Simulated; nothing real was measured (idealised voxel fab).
process module | voxel quadruple lines
cross-section cut | 190 nm wide | cells 5 nm
A cross-section is a grid of square cells, given in bands from the top down. A band is one or more rows of cells.
Each band's line starts with the height of the band's top and of its bottom, in nm. Then come its materials from left to right, each with its width in nm. One material with "throughout" fills the band from edge to edge. "air" is empty space.
Height 0 is the level under which the wafer as received is all one material. The lowest band goes on downwards, as in "0 down".
A width such as "30 to 40" changes by the same amount from each row of cells to the next, from the band's top row to its bottom row.
"no change" after a step means that no cell of the cross-section changed.
closed voids: empty space of 8 cells or more with no open way to the top, each as width x height at its distance from the left edge, in nm
after a step's settings: what the simulator itself notes on the step
overlay nm, on a step with a mask: how far to the right of its planned place the mask lay; to the left if negative
plan
1 op RECEIVE | material Si
2 op CONFORMAL_DEP | material SiO2 | thk nm 5
3 op DIRECTIONAL_DEP | material Ru | thk nm 10
4 op DIRECTIONAL_DEP | material polySi | thk nm 15
5 op DIRECTIONAL_DEP | material aC | thk nm 25
6 op PATTERN | tone cover | mask id MANDREL | material resist | width nm 30 | thk nm 30 | overlay nm 0
7 op DIRECTIONAL_ETCH | etch materials aC | depth nm 25
8 op STRIP | etch materials resist
9 op CONFORMAL_DEP | material SiO2 | thk nm 10
10 op DIRECTIONAL_ETCH | etch materials SiO2 | depth nm 10
11 op STRIP | etch materials aC
12 op DIRECTIONAL_ETCH | etch materials polySi | depth nm 15
13 op STRIP | etch materials SiO2
14 op CONFORMAL_DEP | material SiCN | thk nm 10
15 op DIRECTIONAL_ETCH | etch materials SiCN | depth nm 10
16 op STRIP | etch materials polySi
17 op DIRECTIONAL_ETCH | etch materials Ru | depth nm 10
18 op STRIP | etch materials SiCN
as received, after step 1
  0 down: Si throughout
  closed voids: none
a wafer at the end: this start, this plan, one mistake
  15 to 5: air 70 | Ru 10 | air 10 | Ru 10 | air 10 | Ru 10 | air 70
  5 to 0: SiO2 throughout
  0 down: Si throughout
  closed voids: none
what went wrong: step 6 ran as: op PATTERN | tone open | mask id MANDREL | material resist | width nm 30 | thk nm 30 | overlay nm 0
